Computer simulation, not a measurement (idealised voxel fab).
The document below concerns the process module designated voxel self aligned vias.
We display cut, a cross-section 165 nm in width whose square cells are each 5 nm.
Throughout this document, each cross-section is represented as a grid of square cells and is presented as a sequence of bands enumerated from the top downward, where a band comprises one or more rows of cells. Top height, bottom height, nm. Materials left to right, width each, nm. Single material + "throughout" = fills band edge to edge. "blank" = empty. For the purposes of this specification, 0 denotes the height below which the wafer in its as-received condition is composed wholly of one material, and the lowermost band, lacking a lower limit, extends downward without end, as expressed in "0 -> down". The two numbers in a width such as "30 to 40" mark its ends across the band: the first belongs to the top row of cells, the second to the bottom row, and from each row to the next the width moves by the same amount. Where the words "remains unaltered" appear for a step, the cross-section shows no cell changed by that step; every cell remained as before. Any empty space of 8 cells or more lacking an open way to the top shows up in "Fully enclosed voids" as width x height at distance, distance from the left edge, in nm. after a step's settings: what the simulator itself notes on the step. For masked steps, "overlay nm" on the step line gives how far right of plan the mask actually lay; a minus sign means it lay to the left.
-- Planned step list for the process
1. RECEIVE with material Si
2. CONFORMAL_DEP with material SiO2, thk nm 15
3. CONFORMAL_DEP with material SiCN, thk nm 5
4. DIRECTIONAL_DEP with material SiO2, thk nm 20
5. MASKED_ETCH with tone open, mask id LINES, width nm 20, pitch nm 55, etch materials SiO2, depth nm 20, overlay nm 0
6. CONFORMAL_DEP with material TiN, thk nm 5
7. FILL_DEP with material Ru, thk nm 5
8. CMP with height nm 40
9. SELECTIVE_ETCH with etch materials W Ru TiN, depth nm 5
10. FILL_DEP with material SiN, thk nm 10
11. CMP with height nm 40
12. DIRECTIONAL_DEP with material SiO2, thk nm 20
13. DIRECTIONAL_DEP with material aC, thk nm 10
14. PATTERN with tone open, mask id VIAS, material resist, width nm 30, thk nm 30, overlay nm -15
15. DIRECTIONAL_ETCH with etch materials aC, depth nm 10
16. STRIP with etch materials resist
17. DIRECTIONAL_ETCH with etch materials SiO2, depth nm 20
18. DIRECTIONAL_ETCH with etch materials SiN, depth nm 5
19. STRIP with etch materials aC
20. CONFORMAL_DEP with material TiN, thk nm 5
21. FILL_DEP with material Cu, thk nm 5
22. CMP with height nm 60
23. CONFORMAL_DEP with material SiCN, thk nm 5
It is noted that the wafers described herein are identical at the outset and are distinguished by the overlay nm of step 14; the value stated in the plan corresponds to the first wafer.
-- As-received state after step 1, first of several wafers, cross-section
* 0 -> down  Si throughout
* Fully enclosed voids: none
-- Per wafer (row), end of module: delta in cells per material since receipt, (+) for gained, (-) for lost; closed voids after that
overlay nm -15 | +12 Cu | +8 Ru | +66 SiCN | +6 SiN | +307 SiO2 | +30 TiN | Fully enclosed voids: none
overlay nm -10 | +13 Cu | +8 Ru | +66 SiCN | +5 SiN | +307 SiO2 | +30 TiN | Fully enclosed voids: none
overlay nm -5 | +14 Cu | +8 Ru | +66 SiCN | +4 SiN | +307 SiO2 | +30 TiN | Fully enclosed voids: none
overlay nm 0 | +14 Cu | +8 Ru | +66 SiCN | +4 SiN | +307 SiO2 | +30 TiN | Fully enclosed voids: none
overlay nm 5 | +14 Cu | +8 Ru | +66 SiCN | +4 SiN | +307 SiO2 | +30 TiN | Fully enclosed voids: none
overlay nm 10 | +13 Cu | +8 Ru | +66 SiCN | +5 SiN | +307 SiO2 | +30 TiN | Fully enclosed voids: none
overlay nm 15 | +12 Cu | +8 Ru | +66 SiCN | +6 SiN | +307 SiO2 | +30 TiN | Fully enclosed voids: none
